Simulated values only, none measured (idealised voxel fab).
You're looking at the process module voxel capacitor over wiring.
In the cross-section labelled cut, the width is 295 nm and each square cell is 5 nm.
Cross-sections here: square-cell grids, written as top-down lists of bands, a band being one or more rows of cells. Per band: top height and bottom height in nm, followed by the left-to-right materials and their widths in nm; "edge to edge" marks a single material spanning edge to edge, "air" marks empty space. Height datum 0, below which the as-received substrate wafer is one material. Lowest band open at the bottom, running downward: "0 down". Width spec "30..40" -> top row of cells at first value, bottom row at second value, equal per-row change in between. Where a step carries "no alteration", the cross-section came out of it unchanged, cell for cell. This entry, "Enclosed void inventory", enumerates those empty regions of no fewer than 8 cells that possess no open connection to the top. Each region is reported in the form width x height at distance, the distance being taken from the left edge, with all three quantities expressed in nm. Past the settings on a step's line: simulator remark, on that step. overlay nm: for a step with a mask, the amount by which the mask lay right of where it was planned; a negative amount means left of it.
Intended process steps:
1. RECEIVE [material Si]
2. CONFORMAL_DEP [material SiO2] [thk nm 10]
3. CONFORMAL_DEP [material SiCN] [thk nm 5]
4. DIRECTIONAL_DEP [material SiO2] [thk nm 25]
5. MASKED_ETCH [tone open] [mask id METAL_1] [width nm 20] [pitch nm 85] [etch materials SiO2] [depth nm 25] [overlay nm 0]
6. MASKED_ETCH [tone open] [mask id METAL_1] [width nm 20] [pitch nm 85] [etch materials SiCN] [depth nm 5] [overlay nm 0]
7. CONFORMAL_DEP [material TiN] [thk nm 5]
8. FILL_DEP [material W] [thk nm 5]
9. CMP [height nm 40]
10. CONFORMAL_DEP [material SiCN] [thk nm 5]
11. DIRECTIONAL_DEP [material lowk] [thk nm 10]
12. DIRECTIONAL_DEP [material aC] [thk nm 10]
13. PATTERN [tone open] [mask id PLUG_1] [material resist] [width nm 15] [thk nm 30] [overlay nm 0]
14. DIRECTIONAL_ETCH [etch materials aC] [depth nm 10]
15. STRIP [etch materials resist]
16. DIRECTIONAL_ETCH [etch materials lowk] [depth nm 10]
17. DIRECTIONAL_ETCH [etch materials SiCN] [depth nm 5]
18. STRIP [etch materials aC]
19. EPI [material Ru] [thk nm 10]
20. EPI [material Ru] [thk nm 5]
21. DIRECTIONAL_DEP [material TiN] [thk nm 10]
22. DIRECTIONAL_DEP [material HfO2] [thk nm 5]
23. DIRECTIONAL_DEP [material TiN] [thk nm 5]
24. MASKED_ETCH [tone cover] [mask id UPPER_PLATE] [width nm 70] [etch materials TiN] [depth nm 5] [overlay nm 0]
25. MASKED_ETCH [tone cover] [mask id UPPER_PLATE] [width nm 70] [etch materials HfO2] [depth nm 5] [overlay nm 0]
26. MASKED_ETCH [tone cover] [mask id LOWER_PLATE] [width nm 80] [etch materials TiN] [depth nm 10] [overlay nm 0]
27. FILL_DEP [material SiO2] [thk nm 15]
28. CMP [height nm 85]
29. PATTERN [tone open] [mask id PLUG_2] [material resist] [width nm 15] [thk nm 20] [overlay nm 0]
30. DIRECTIONAL_ETCH [etch materials SiO2] [depth nm 10]
31. STRIP [etch materials resist]
32. CONFORMAL_DEP [material TiN] [thk nm 5]
33. FILL_DEP [material Ru] [thk nm 5]
34. CMP [height nm 85]
35. CONFORMAL_DEP [material SiCN] [thk nm 5]
The first of the two wafers, which ran as planned:
Cross-section of the wafer at receipt, which is the condition after step 1:
> 0 down | Si edge to edge
> Enclosed void inventory: none
Cross-section through the wafer, step 2 finished:
> 10 to 0 | SiO2 edge to edge
> Under 0: no change, same as before.
Cross-section through the wafer, step 3 finished:
> 15 to 10 | SiCN edge to edge
> Under 10: no change, same as before.
Cross-section through the wafer, step 4 finished:
> 40 to 15 | SiO2 edge to edge
> Under 15: no change, same as before.
Cross-section through the wafer, step 5 finished:
> 40 to 15 | 95 nm SiO2, 20 nm air, 65 nm SiO2, 20 nm air, 95 nm SiO2
> Under 15: no change, same as before.
Cross-section through the wafer, step 6 finished:
> 40 to 15 | 95 nm SiO2, 20 nm air, 65 nm SiO2, 20 nm air, 95 nm SiO2
> 15 to 10 | 95 nm SiCN, 20 nm air, 65 nm SiCN, 20 nm air, 95 nm SiCN
> Under 10: no change, same as before.
Cross-section through the wafer, step 7 finished:
> 45 to 40 | 100 nm TiN, 10 nm air, 75 nm TiN, 10 nm air, 100 nm TiN
> 40 to 15 | 95 nm SiO2, 5 nm TiN, 10 nm air, 5 nm TiN, 65 nm SiO2, 5 nm TiN, 10 nm air, 5 nm TiN, 95 nm SiO2
> 15 to 10 | 95 nm SiCN, 20 nm TiN, 65 nm SiCN, 20 nm TiN, 95 nm SiCN
> Under 10: no change, same as before.
Cross-section through the wafer, step 8 finished:
> 50 to 45 | W edge to edge
> 45 to 40 | 100 nm TiN, 10 nm W, 75 nm TiN, 10 nm W, 100 nm TiN
> 40 to 15 | 95 nm SiO2, 5 nm TiN, 10 nm W, 5 nm TiN, 65 nm SiO2, 5 nm TiN, 10 nm W, 5 nm TiN, 95 nm SiO2
> Under 15: no change, same as before.
Cross-section through the wafer, step 9 finished:
> 40 to 15 | 95 nm SiO2, 5 nm TiN, 10 nm W, 5 nm TiN, 65 nm SiO2, 5 nm TiN, 10 nm W, 5 nm TiN, 95 nm SiO2
> Under 15: no change, same as before.
Cross-section through the wafer, step 10 finished:
> 45 to 40 | SiCN edge to edge
> Under 40: no change, same as before.
Cross-section through the wafer, step 11 finished:
> 55 to 45 | lowk edge to edge
> Under 45: no change, same as before.
Cross-section through the wafer, step 12 finished:
> 65 to 55 | aC edge to edge
> Under 55: no change, same as before.
Cross-section through the wafer, step 13 finished:
> 95 to 65 | 100 nm resist, 15 nm air, 180 nm resist
> Under 65: no change, same as before.
Cross-section through the wafer, step 14 finished:
> 85 to 65 | 100 nm resist, 15 nm air, 180 nm resist
> 65 to 55 | 100 nm aC, 15 nm air, 180 nm aC
> Under 55: no change, same as before.
Cross-section through the wafer, step 15 finished:
> 65 to 55 | 100 nm aC, 15 nm air, 180 nm aC
> Under 55: no change, same as before.
Cross-section through the wafer, step 16 finished:
> 65 to 55 | 100 nm aC, 15 nm air, 180 nm aC
> 55 to 45 | 100 nm lowk, 15 nm air, 180 nm lowk
> Under 45: no change, same as before.
Cross-section through the wafer, step 17 finished:
> 65 to 55 | 100 nm aC, 15 nm air, 180 nm aC
> 55 to 45 | 100 nm lowk, 15 nm air, 180 nm lowk
> 45 to 40 | 100 nm SiCN, 15 nm air, 180 nm SiCN
> Under 40: no change, same as before.
Cross-section through the wafer, step 18 finished:
> 55 to 45 | 100 nm lowk, 15 nm air, 180 nm lowk
> Under 45: no change, same as before.
Cross-section through the wafer, step 19 finished:
> 55 to 50 | 100 nm lowk, 15 nm air, 180 nm lowk
> 50 to 45 | 100 nm lowk, 15 nm Ru, 180 nm lowk
> 45 to 40 | 100 nm SiCN, 15 nm Ru, 180 nm SiCN
> Under 40: no change, same as before.
Cross-section through the wafer, step 20 finished:
> 55 to 45 | 100 nm lowk, 15 nm Ru, 180 nm lowk
> Under 45: no change, same as before.
Cross-section through the wafer, step 21 finished:
> 65 to 55 | TiN edge to edge
> Under 55: no change, same as before.
Cross-section through the wafer, step 22 finished:
> 70 to 65 | HfO2 edge to edge
> Under 65: no change, same as before.
Cross-section through the wafer, step 23 finished:
> 75 to 70 | TiN edge to edge
> Under 70: no change, same as before.
Cross-section through the wafer, step 24 finished:
> 75 to 70 | 100 nm air, 70 nm TiN, 125 nm air
> Under 70: no change, same as before.
Cross-section through the wafer, step 25 finished:
> 75 to 70 | 100 nm air, 70 nm TiN, 125 nm air
> 70 to 65 | 100 nm air, 70 nm HfO2, 125 nm air
> Under 65: no change, same as before.
Cross-section through the wafer, step 26 finished:
> 75 to 70 | 100 nm air, 70 nm TiN, 125 nm air
> 70 to 65 | 100 nm air, 70 nm HfO2, 125 nm air
> 65 to 55 | 95 nm air, 80 nm TiN, 120 nm air
> Under 55: no change, same as before.
Cross-section through the wafer, step 27 finished:
> 90 to 75 | SiO2 edge to edge
> 75 to 70 | 100 nm SiO2, 70 nm TiN, 125 nm SiO2
> 70 to 65 | 100 nm SiO2, 70 nm HfO2, 125 nm SiO2
> 65 to 55 | 95 nm SiO2, 80 nm TiN, 120 nm SiO2
> Under 55: no change, same as before.
Cross-section through the wafer, step 28 finished:
> 85 to 75 | SiO2 edge to edge
> Under 75: no change, same as before.
Cross-section through the wafer, step 29 finished:
> 105 to 85 | 110 nm resist, 15 nm air, 170 nm resist
> Under 85: no change, same as before.
Cross-section through the wafer, step 30 finished:
> 105 to 85 | 110 nm resist, 15 nm air, 170 nm resist
> 85 to 75 | 110 nm SiO2, 15 nm air, 170 nm SiO2
> Under 75: no change, same as before.
Cross-section through the wafer, step 31 finished:
> 85 to 75 | 110 nm SiO2, 15 nm air, 170 nm SiO2
> Under 75: no change, same as before.
Cross-section through the wafer, step 32 finished:
> 90 to 85 | 115 nm TiN, 5 nm air, 175 nm TiN
> 85 to 80 | 110 nm SiO2, 5 nm TiN, 5 nm air, 5 nm TiN, 170 nm SiO2
> 80 to 70 | 110..100 nm SiO2, 15..70 nm TiN, 170..125 nm SiO2
> Under 70: no change, same as before.
Cross-section through the wafer, step 33 finished:
> 95 to 90 | Ru edge to edge
> 90 to 85 | 115 nm TiN, 5 nm Ru, 175 nm TiN
> 85 to 80 | 110 nm SiO2, 5 nm TiN, 5 nm Ru, 5 nm TiN, 170 nm SiO2
> Under 80: no change, same as before.
Cross-section through the wafer, step 34 finished:
> 85 to 80 | 110 nm SiO2, 5 nm TiN, 5 nm Ru, 5 nm TiN, 170 nm SiO2
> Under 80: no change, same as before.
Cross-section through the wafer, step 35 finished:
> 90 to 85 | SiCN edge to edge
> Under 85: no change, same as before.
The second wafer: identical to the first at the outset and in its planned sequence, differing only in that one mistake was made during processing; up to and including step 33, its path is the first wafer's path:
Look at the second wafer in cross-section at the time step 34 ought to have finished:
> 90 to 85 | 115 nm TiN, 5 nm Ru, 175 nm TiN
> Under 85: no change, same as before.
Look at the second wafer in cross-section at the time step 35 ought to have finished:
> 95 to 90 | SiCN edge to edge
> Under 90: no change, same as before.
Run error: step 34 did not use the planned setting and instead ran as CMP [height nm 90]
Wrapping up, a cell-based count of both wafers puts the second over or under the first for these materials: Ru +1, TiN +58
